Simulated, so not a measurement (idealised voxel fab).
process module | voxel wiring stack
cross-section cut | 285 nm wide | cells 5 nm
A cross-section is a grid of square cells, given in bands from the top down. A band is one or more rows of cells.
Each band's line starts with the height of the band's top and of its bottom, in nm. Then come its materials from left to right, each with its width in nm. One material with "throughout" fills the band from edge to edge. "air" is empty space.
Height 0 is the level under which the wafer as received is all one material. The lowest band goes on downwards, as in "0 down".
A width such as "30 to 40" changes by the same amount from each row of cells to the next, from the band's top row to its bottom row.
"no change" after a step means that no cell of the cross-section changed.
closed voids: empty space of 8 cells or more with no open way to the top, each as width x height at its distance from the left edge, in nm
after a step's settings: what the simulator itself notes on the step
overlay nm, on a step with a mask: how far to the right of its planned place the mask lay; to the left if negative
plan
1 op RECEIVE | material Si
2 op CONFORMAL_DEP | material SiO2 | thk nm 15
3 op CONFORMAL_DEP | material SiN | thk nm 5
4 op DIRECTIONAL_DEP | material SiO2 | thk nm 20
5 op PATTERN | tone open | mask id METAL_1 | material resist | width nm 20 | pitch nm 45 | thk nm 20 | overlay nm 0
6 op DIRECTIONAL_ETCH | etch materials SiO2 | depth nm 20
7 op DIRECTIONAL_ETCH | etch materials SiN | depth nm 5
8 op STRIP | etch materials resist
9 op CONFORMAL_DEP | material TiN | thk nm 5
10 op FILL_DEP | material Cu | thk nm 10
11 op CMP | height nm 40
12 op CONFORMAL_DEP | material SiCN | thk nm 5
13 op DIRECTIONAL_DEP | material lowk | thk nm 15
14 op DIRECTIONAL_DEP | material aC | thk nm 10
15 op PATTERN | tone open | mask id PLUG_1 | material resist | width nm 15 | pitch nm 90 | thk nm 30 | overlay nm 0
16 op DIRECTIONAL_ETCH | etch materials aC | depth nm 10
17 op STRIP | etch materials resist
18 op DIRECTIONAL_ETCH | etch materials lowk | depth nm 15
19 op DIRECTIONAL_ETCH | etch materials SiCN | depth nm 5
20 op STRIP | etch materials aC
21 op CONFORMAL_DEP | material TiN | thk nm 5
22 op FILL_DEP | material Ru | thk nm 5
23 op CMP | height nm 60
24 op CONFORMAL_DEP | material SiCN | thk nm 5
25 op DIRECTIONAL_DEP | material lowk | thk nm 15
26 op MASKED_ETCH | tone open | mask id METAL_2 | width nm 20 | pitch nm 45 | etch materials lowk | depth nm 15 | overlay nm 0
27 op MASKED_ETCH | tone open | mask id METAL_2 | width nm 20 | pitch nm 45 | etch materials SiCN | depth nm 5 | overlay nm 0
28 op CONFORMAL_DEP | material TiN | thk nm 5
29 op FILL_DEP | material Cu | thk nm 5
30 op CMP | height nm 80
31 op EPI | material Ru | thk nm 5
32 op FILL_DEP | material SiCN | thk nm 5
first wafer, as planned
as received, after step 1
  0 down: Si throughout
  closed voids: none
after step 2
  15 to 0: SiO2 throughout
  below 0: unchanged
after step 3
  20 to 15: SiN throughout
  below 15: unchanged
after step 4
  40 to 20: SiO2 throughout
  below 20: unchanged
after step 5
  60 to 40: resist 85 | air 20 | resist 25 | air 20 | resist 25 | air 20 | resist 90
  below 40: unchanged
after step 6
  60 to 40: resist 85 | air 20 | resist 25 | air 20 | resist 25 | air 20 | resist 90
  40 to 20: SiO2 85 | air 20 | SiO2 25 | air 20 | SiO2 25 | air 20 | SiO2 90
  below 20: unchanged
after step 7
  60 to 40: resist 85 | air 20 | resist 25 | air 20 | resist 25 | air 20 | resist 90
  40 to 20: SiO2 85 | air 20 | SiO2 25 | air 20 | SiO2 25 | air 20 | SiO2 90
  20 to 15: SiN 85 | air 20 | SiN 25 | air 20 | SiN 25 | air 20 | SiN 90
  below 15: unchanged
after step 8
  40 to 20: SiO2 85 | air 20 | SiO2 25 | air 20 | SiO2 25 | air 20 | SiO2 90
  below 20: unchanged
after step 9
  45 to 40: TiN 90 | air 10 | TiN 35 | air 10 | TiN 35 | air 10 | TiN 95
  40 to 20: SiO2 85 | TiN 5 | air 10 | TiN 5 | SiO2 25 | TiN 5 | air 10 | TiN 5 | SiO2 25 | TiN 5 | air 10 | TiN 5 | SiO2 90
  20 to 15: SiN 85 | TiN 20 | SiN 25 | TiN 20 | SiN 25 | TiN 20 | SiN 90
  below 15: unchanged
after step 10
  55 to 45: Cu throughout
  45 to 40: TiN 90 | Cu 10 | TiN 35 | Cu 10 | TiN 35 | Cu 10 | TiN 95
  40 to 20: SiO2 85 | TiN 5 | Cu 10 | TiN 5 | SiO2 25 | TiN 5 | Cu 10 | TiN 5 | SiO2 25 | TiN 5 | Cu 10 | TiN 5 | SiO2 90
  below 20: unchanged
after step 11
  40 to 20: SiO2 85 | TiN 5 | Cu 10 | TiN 5 | SiO2 25 | TiN 5 | Cu 10 | TiN 5 | SiO2 25 | TiN 5 | Cu 10 | TiN 5 | SiO2 90
  below 20: unchanged
after step 12
  45 to 40: SiCN throughout
  below 40: unchanged
after step 13
  60 to 45: lowk throughout
  below 45: unchanged
after step 14
  70 to 60: aC throughout
  below 60: unchanged
after step 15
  100 to 70: resist 85 | air 15 | resist 75 | air 15 | resist 95
  below 70: unchanged
after step 16
  90 to 70: resist 85 | air 15 | resist 75 | air 15 | resist 95
  70 to 60: aC 85 | air 15 | aC 75 | air 15 | aC 95
  below 60: unchanged
after step 17
  70 to 60: aC 85 | air 15 | aC 75 | air 15 | aC 95
  below 60: unchanged
after step 18
  70 to 60: aC 85 | air 15 | aC 75 | air 15 | aC 95
  60 to 45: lowk 85 | air 15 | lowk 75 | air 15 | lowk 95
  below 45: unchanged
after step 19
  70 to 60: aC 85 | air 15 | aC 75 | air 15 | aC 95
  60 to 45: lowk 85 | air 15 | lowk 75 | air 15 | lowk 95
  45 to 40: SiCN 85 | air 15 | SiCN 75 | air 15 | SiCN 95
  below 40: unchanged
after step 20
  60 to 45: lowk 85 | air 15 | lowk 75 | air 15 | lowk 95
  below 45: unchanged
after step 21
  65 to 60: TiN 90 | air 5 | TiN 85 | air 5 | TiN 100
  60 to 45: lowk 85 | TiN 5 | air 5 | TiN 5 | lowk 75 | TiN 5 | air 5 | TiN 5 | lowk 95
  45 to 40: SiCN 85 | TiN 15 | SiCN 75 | TiN 15 | SiCN 95
  below 40: unchanged
after step 22
  70 to 65: Ru throughout
  65 to 60: TiN 90 | Ru 5 | TiN 85 | Ru 5 | TiN 100
  60 to 45: lowk 85 | TiN 5 | Ru 5 | TiN 5 | lowk 75 | TiN 5 | Ru 5 | TiN 5 | lowk 95
  below 45: unchanged
after step 23
  60 to 45: lowk 85 | TiN 5 | Ru 5 | TiN 5 | lowk 75 | TiN 5 | Ru 5 | TiN 5 | lowk 95
  below 45: unchanged
after step 24
  65 to 60: SiCN throughout
  below 60: unchanged
after step 25
  80 to 65: lowk throughout
  below 65: unchanged
after step 26
  80 to 65: lowk 85 | air 20 | lowk 25 | air 20 | lowk 25 | air 20 | lowk 90
  below 65: unchanged
after step 27
  80 to 65: lowk 85 | air 20 | lowk 25 | air 20 | lowk 25 | air 20 | lowk 90
  65 to 60: SiCN 85 | air 20 | SiCN 25 | air 20 | SiCN 25 | air 20 | SiCN 90
  below 60: unchanged
after step 28
  85 to 80: TiN 90 | air 10 | TiN 35 | air 10 | TiN 35 | air 10 | TiN 95
  80 to 65: lowk 85 | TiN 5 | air 10 | TiN 5 | lowk 25 | TiN 5 | air 10 | TiN 5 | lowk 25 | TiN 5 | air 10 | TiN 5 | lowk 90
  65 to 60: SiCN 85 | TiN 20 | SiCN 25 | TiN 20 | SiCN 25 | TiN 20 | SiCN 90
  below 60: unchanged
after step 29
  90 to 85: Cu throughout
  85 to 80: TiN 90 | Cu 10 | TiN 35 | Cu 10 | TiN 35 | Cu 10 | TiN 95
  80 to 65: lowk 85 | TiN 5 | Cu 10 | TiN 5 | lowk 25 | TiN 5 | Cu 10 | TiN 5 | lowk 25 | TiN 5 | Cu 10 | TiN 5 | lowk 90
  below 65: unchanged
after step 30
  80 to 65: lowk 85 | TiN 5 | Cu 10 | TiN 5 | lowk 25 | TiN 5 | Cu 10 | TiN 5 | lowk 25 | TiN 5 | Cu 10 | TiN 5 | lowk 90
  below 65: unchanged
after step 31
  85 to 80: air 80 | Ru 30 | air 15 | Ru 30 | air 15 | Ru 30 | air 85
  below 80: unchanged
after step 32
  90 to 85: SiCN throughout
  85 to 80: SiCN 80 | Ru 30 | SiCN 15 | Ru 30 | SiCN 15 | Ru 30 | SiCN 85
  below 80: unchanged
second wafer: like start, like plan, one mistake. Through step 12 it matches the first wafer
when step 13 should have ended
  60 to 45: SiN throughout
  below 45: unchanged
when step 14 should have ended
  70 to 60: aC throughout
  below 60: unchanged
when step 15 should have ended
  100 to 70: resist 85 | air 15 | resist 75 | air 15 | resist 95
  below 70: unchanged
when step 16 should have ended
  90 to 70: resist 85 | air 15 | resist 75 | air 15 | resist 95
  70 to 60: aC 85 | air 15 | aC 75 | air 15 | aC 95
  below 60: unchanged
when step 17 should have ended
  70 to 60: aC 85 | air 15 | aC 75 | air 15 | aC 95
  below 60: unchanged
when step 18 should have ended: no change
when step 19 should have ended: no change
when step 20 should have ended
  60 to 45: SiN throughout
  below 45: unchanged
when step 21 should have ended
  65 to 60: TiN throughout
  below 60: unchanged
when step 22 should have ended
  70 to 65: Ru throughout
  below 65: unchanged
when step 23 should have ended
  60 to 45: SiN throughout
  below 45: unchanged
when step 24 should have ended
  65 to 60: SiCN throughout
  below 60: unchanged
when step 25 should have ended
  80 to 65: lowk throughout
  below 65: unchanged
when step 26 should have ended
  80 to 65: lowk 85 | air 20 | lowk 25 | air 20 | lowk 25 | air 20 | lowk 90
  below 65: unchanged
when step 27 should have ended
  80 to 65: lowk 85 | air 20 | lowk 25 | air 20 | lowk 25 | air 20 | lowk 90
  65 to 60: SiCN 85 | air 20 | SiCN 25 | air 20 | SiCN 25 | air 20 | SiCN 90
  below 60: unchanged
when step 28 should have ended
  85 to 80: TiN 90 | air 10 | TiN 35 | air 10 | TiN 35 | air 10 | TiN 95
  80 to 65: lowk 85 | TiN 5 | air 10 | TiN 5 | lowk 25 | TiN 5 | air 10 | TiN 5 | lowk 25 | TiN 5 | air 10 | TiN 5 | lowk 90
  65 to 60: SiCN 85 | TiN 20 | SiCN 25 | TiN 20 | SiCN 25 | TiN 20 | SiCN 90
  below 60: unchanged
when step 29 should have ended
  90 to 85: Cu throughout
  85 to 80: TiN 90 | Cu 10 | TiN 35 | Cu 10 | TiN 35 | Cu 10 | TiN 95
  80 to 65: lowk 85 | TiN 5 | Cu 10 | TiN 5 | lowk 25 | TiN 5 | Cu 10 | TiN 5 | lowk 25 | TiN 5 | Cu 10 | TiN 5 | lowk 90
  below 65: unchanged
when step 30 should have ended
  80 to 65: lowk 85 | TiN 5 | Cu 10 | TiN 5 | lowk 25 | TiN 5 | Cu 10 | TiN 5 | lowk 25 | TiN 5 | Cu 10 | TiN 5 | lowk 90
  below 65: unchanged
when step 31 should have ended
  85 to 80: air 80 | Ru 30 | air 15 | Ru 30 | air 15 | Ru 30 | air 85
  below 80: unchanged
when step 32 should have ended
  90 to 85: SiCN throughout
  85 to 80: SiCN 80 | Ru 30 | SiCN 15 | Ru 30 | SiCN 15 | Ru 30 | SiCN 85
  below 80: unchanged
what went wrong: step 13 ran as: op DIRECTIONAL_DEP | material SiN | thk nm 15
at the end the second wafer has, in cells: 6 fewer of Ru | 6 more of SiCN | 171 more of SiN | 18 fewer of TiN | 153 fewer of lowk
